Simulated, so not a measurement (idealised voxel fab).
Process module heading - voxel wiring stack
The cross-section on display is named cut; it measures 235 nm wide, and its cells are 5 nm squares.
This document writes a cross-section as a grid whose cells are square, and gives it as bands, listed from the top down; one or more rows of cells form a band. Each band's line starts with the height of the band's top and of its bottom, in nm. Then come its materials from left to right, each with its width in nm. One material with "all across" fills the band from edge to edge. "air" is empty space. Height is counted from the level 0, under which the received wafer is composed throughout of one material. The lowest of the bands is not closed at the bottom but continues downward, in the notation "top 0, no bottom". Width: "30..40" (first number = top row, second number = bottom row, same change from row to row of cells). Key: "identical to before" - step with no changed cell in the cross-section. Empty spaces without an open route to the top, at least 8 cells in extent, make up the entry "Listed closed voids"; each is given as width x height at distance, where the distance is measured from the left edge, and all are in nm. after a step's settings: what the simulator itself notes on the step. For masked steps, "overlay nm" on the step line gives how far right of plan the mask actually lay; a minus sign means it lay to the left.

[Intended process steps]
step 1: RECEIVE,material Si
step 2: CONFORMAL_DEP,material SiO2,thk nm 10
step 3: DIRECTIONAL_DEP,material TiN,thk nm 5
step 4: DIRECTIONAL_DEP,material W,thk nm 20
step 5: PATTERN,tone cover,mask id METAL_1,material resist,width nm 30,pitch nm 45,thk nm 20,overlay nm 0
step 6: DIRECTIONAL_ETCH,etch materials W,depth nm 20
step 7: DIRECTIONAL_ETCH,etch materials TiN,depth nm 5
step 8: STRIP,etch materials resist
step 9: FILL_DEP,material lowk,thk nm 5
step 10: CMP,height nm 35
step 11: CONFORMAL_DEP,material SiCN,thk nm 5
step 12: DIRECTIONAL_DEP,material SiO2,thk nm 20
step 13: DIRECTIONAL_DEP,material aC,thk nm 15
step 14: PATTERN,tone open,mask id PLUG_1,material resist,width nm 15,pitch nm 45,thk nm 35,overlay nm 0
step 15: DIRECTIONAL_ETCH,etch materials aC,depth nm 15
step 16: STRIP,etch materials resist
step 17: DIRECTIONAL_ETCH,etch materials SiO2,depth nm 20
step 18: DIRECTIONAL_ETCH,etch materials SiCN,depth nm 5
step 19: STRIP,etch materials aC
step 20: CONFORMAL_DEP,material TiN,thk nm 5
step 21: FILL_DEP,material W,thk nm 10
step 22: CMP,height nm 60
step 23: CONFORMAL_DEP,material SiCN,thk nm 5
step 24: DIRECTIONAL_DEP,material lowk,thk nm 20
step 25: PATTERN,tone open,mask id METAL_2,material resist,width nm 30,pitch nm 45,thk nm 15,overlay nm 0
step 26: DIRECTIONAL_ETCH,etch materials lowk,depth nm 20
step 27: DIRECTIONAL_ETCH,etch materials SiCN,depth nm 5
step 28: STRIP,etch materials resist
step 29: CONFORMAL_DEP,material TiN,thk nm 5
step 30: FILL_DEP,material Cu,thk nm 5
step 31: CMP,height nm 85
step 32: CONFORMAL_DEP,material SiCN,thk nm 5
step 33: DIRECTIONAL_DEP,material SiO2,thk nm 30
step 34: PATTERN,tone open,mask id METAL_3,material resist,width nm 30,pitch nm 45,thk nm 15,overlay nm 0
step 35: DIRECTIONAL_ETCH,etch materials SiO2,depth nm 20
step 36: STRIP,etch materials resist
step 37: PATTERN,tone open,mask id METAL_3_HOLES,material resist,width nm 15,pitch nm 90,thk nm 20,overlay nm 0
step 38: DIRECTIONAL_ETCH,etch materials SiO2,depth nm 10
step 39: DIRECTIONAL_ETCH,etch materials SiCN,depth nm 5
step 40: STRIP,etch materials resist
step 41: CONFORMAL_DEP,material TiN,thk nm 5
step 42: FILL_DEP,material Cu,thk nm 5
step 43: CMP,height nm 120
step 44: CONFORMAL_DEP,material SiCN,thk nm 5
step 45: DIRECTIONAL_DEP,material lowk,thk nm 30
step 46: PATTERN,tone open,mask id METAL_4,material resist,width nm 30,pitch nm 45,thk nm 20,overlay nm 0
step 47: DIRECTIONAL_ETCH,etch materials lowk,depth nm 15
step 48: STRIP,etch materials resist
step 49: MASKED_ETCH,tone open,mask id METAL_4_HOLES,width nm 15,pitch nm 45,etch materials lowk,depth nm 15,overlay nm 0
step 50: MASKED_ETCH,tone open,mask id METAL_4_HOLES,width nm 15,pitch nm 45,etch materials SiCN,depth nm 5,overlay nm 0
step 51: CONFORMAL_DEP,material TiN,thk nm 5
step 52: FILL_DEP,material Cu,thk nm 10
step 53: CMP,height nm 155
step 54: CONFORMAL_DEP,material SiN,thk nm 5

[Cross-section of the wafer at receipt, which is the condition after step 1]
top 0, no bottom  Si all across
Listed closed voids: none

[Cross-section, first of two wafers, end of module, run as planned]
top 160, bottom 155  SiN all across
top 155, bottom 145  lowk: 55 / TiN: 5 / Cu: 20 / TiN: 5 / lowk: 15 / TiN: 5 / Cu: 20 / TiN: 5 / lowk: 15 / TiN: 5 / Cu: 20 / TiN: 5 / lowk: 60
top 145, bottom 140  lowk: 55 / TiN: 5 / Cu: 5 / TiN: 20 / lowk: 15 / TiN: 5 / Cu: 5 / TiN: 20 / lowk: 15 / TiN: 5 / Cu: 5 / TiN: 20 / lowk: 60
top 140, bottom 125  lowk: 55 / TiN: 5 / Cu: 5 / TiN: 5 / lowk: 30 / TiN: 5 / Cu: 5 / TiN: 5 / lowk: 30 / TiN: 5 / Cu: 5 / TiN: 5 / lowk: 75
top 125, bottom 120  SiCN: 55 / TiN: 15 / SiCN: 30 / TiN: 15 / SiCN: 30 / TiN: 15 / SiCN: 75
top 120, bottom 105  SiO2: 55 / TiN: 5 / Cu: 20 / TiN: 5 / SiO2: 15 / TiN: 5 / Cu: 20 / TiN: 5 / SiO2: 15 / TiN: 5 / Cu: 20 / TiN: 5 / SiO2: 60
top 105, bottom 100  SiO2: 55 / TiN: 5 / Cu: 5 / TiN: 20 / SiO2: 15 / TiN: 30 / SiO2: 15 / TiN: 5 / Cu: 5 / TiN: 20 / SiO2: 60
top 100, bottom 90  SiO2: 55 / TiN: 5 / Cu: 5 / TiN: 5 / SiO2: 75 / TiN: 5 / Cu: 5 / TiN: 5 / SiO2: 75
top 90, bottom 85  SiCN: 55 / TiN: 15 / SiCN: 75 / TiN: 15 / SiCN: 75
top 85, bottom 65  lowk: 55 / TiN: 5 / Cu: 20 / TiN: 5 / lowk: 15 / TiN: 5 / Cu: 20 / TiN: 5 / lowk: 15 / TiN: 5 / Cu: 20 / TiN: 5 / lowk: 60
top 65, bottom 60  SiCN: 55 / TiN: 30 / SiCN: 15 / TiN: 30 / SiCN: 15 / TiN: 30 / SiCN: 60
top 60, bottom 40  SiO2: 55 / TiN: 5 / W: 5 / TiN: 5 / SiO2: 30 / TiN: 5 / W: 5 / TiN: 5 / SiO2: 30 / TiN: 5 / W: 5 / TiN: 5 / SiO2: 75
top 40, bottom 35  SiCN: 55 / TiN: 15 / SiCN: 30 / TiN: 15 / SiCN: 30 / TiN: 15 / SiCN: 75
top 35, bottom 15  lowk: 55 / W: 30 / lowk: 15 / W: 30 / lowk: 15 / W: 30 / lowk: 60
top 15, bottom 10  lowk: 55 / TiN: 30 / lowk: 15 / TiN: 30 / lowk: 15 / TiN: 30 / lowk: 60
top 10, bottom 0  SiO2 all across
top 0, no bottom  Si all across
Listed closed voids: none

[What the second wafer looks like in cross-section once the module is done. Its start and its plan matched the first wafer's exactly; what differed was one mistake in how it was run]
top 160, bottom 155  SiN all across
top 155, bottom 145  lowk: 55 / TiN: 5 / Cu: 20 / TiN: 5 / lowk: 15 / TiN: 5 / Cu: 20 / TiN: 5 / lowk: 15 / TiN: 5 / Cu: 20 / TiN: 5 / lowk: 60
top 145, bottom 140  lowk: 55 / TiN: 5 / Cu: 5 / TiN: 20 / lowk: 15 / TiN: 5 / Cu: 5 / TiN: 20 / lowk: 15 / TiN: 5 / Cu: 5 / TiN: 20 / lowk: 60
top 140, bottom 125  lowk: 55 / TiN: 5 / Cu: 5 / TiN: 5 / lowk: 30 / TiN: 5 / Cu: 5 / TiN: 5 / lowk: 30 / TiN: 5 / Cu: 5 / TiN: 5 / lowk: 75
top 125, bottom 120  SiCN: 55 / TiN: 15 / SiCN: 30 / TiN: 15 / SiCN: 30 / TiN: 15 / SiCN: 75
top 120, bottom 105  SiO2: 55 / TiN: 5 / Cu: 20 / TiN: 5 / SiO2: 15 / TiN: 5 / Cu: 20 / TiN: 5 / SiO2: 15 / TiN: 5 / Cu: 20 / TiN: 5 / SiO2: 60
top 105, bottom 100  SiO2: 55 / TiN: 5 / Cu: 5 / TiN: 20 / SiO2: 15 / TiN: 30 / SiO2: 15 / TiN: 5 / Cu: 5 / TiN: 20 / SiO2: 60
top 100, bottom 90  SiO2: 55 / TiN: 5 / Cu: 5 / TiN: 5 / SiO2: 75 / TiN: 5 / Cu: 5 / TiN: 5 / SiO2: 75
top 90, bottom 85  SiCN: 55 / TiN: 15 / SiCN: 75 / TiN: 15 / SiCN: 75
top 85, bottom 65  lowk: 55 / TiN: 5 / Cu: 20 / TiN: 5 / lowk: 15 / TiN: 5 / Cu: 20 / TiN: 5 / lowk: 15 / TiN: 5 / Cu: 20 / TiN: 5 / lowk: 60
top 65, bottom 55  SiCN: 55 / TiN: 30..15 / SiCN: 15..30 / TiN: 30..15 / SiCN: 15..30 / TiN: 30..15 / SiCN: 60..75
top 55, bottom 35  SiO2 all across
top 35, bottom 15  lowk: 55 / W: 30 / lowk: 15 / W: 30 / lowk: 15 / W: 30 / lowk: 60
top 15, bottom 10  lowk: 55 / TiN: 30 / lowk: 15 / TiN: 30 / lowk: 15 / TiN: 30 / lowk: 60
top 10, bottom 0  SiO2 all across
top 0, no bottom  Si all across
Listed closed voids: none
What was done differently from what was planned? so 11 and 12 got swapped relative to the plan, each ran where the other was supposed to
End of process, cell counts, second wafer against first, materials with more or fewer: +36 SiO2, -24 TiN, -12 W
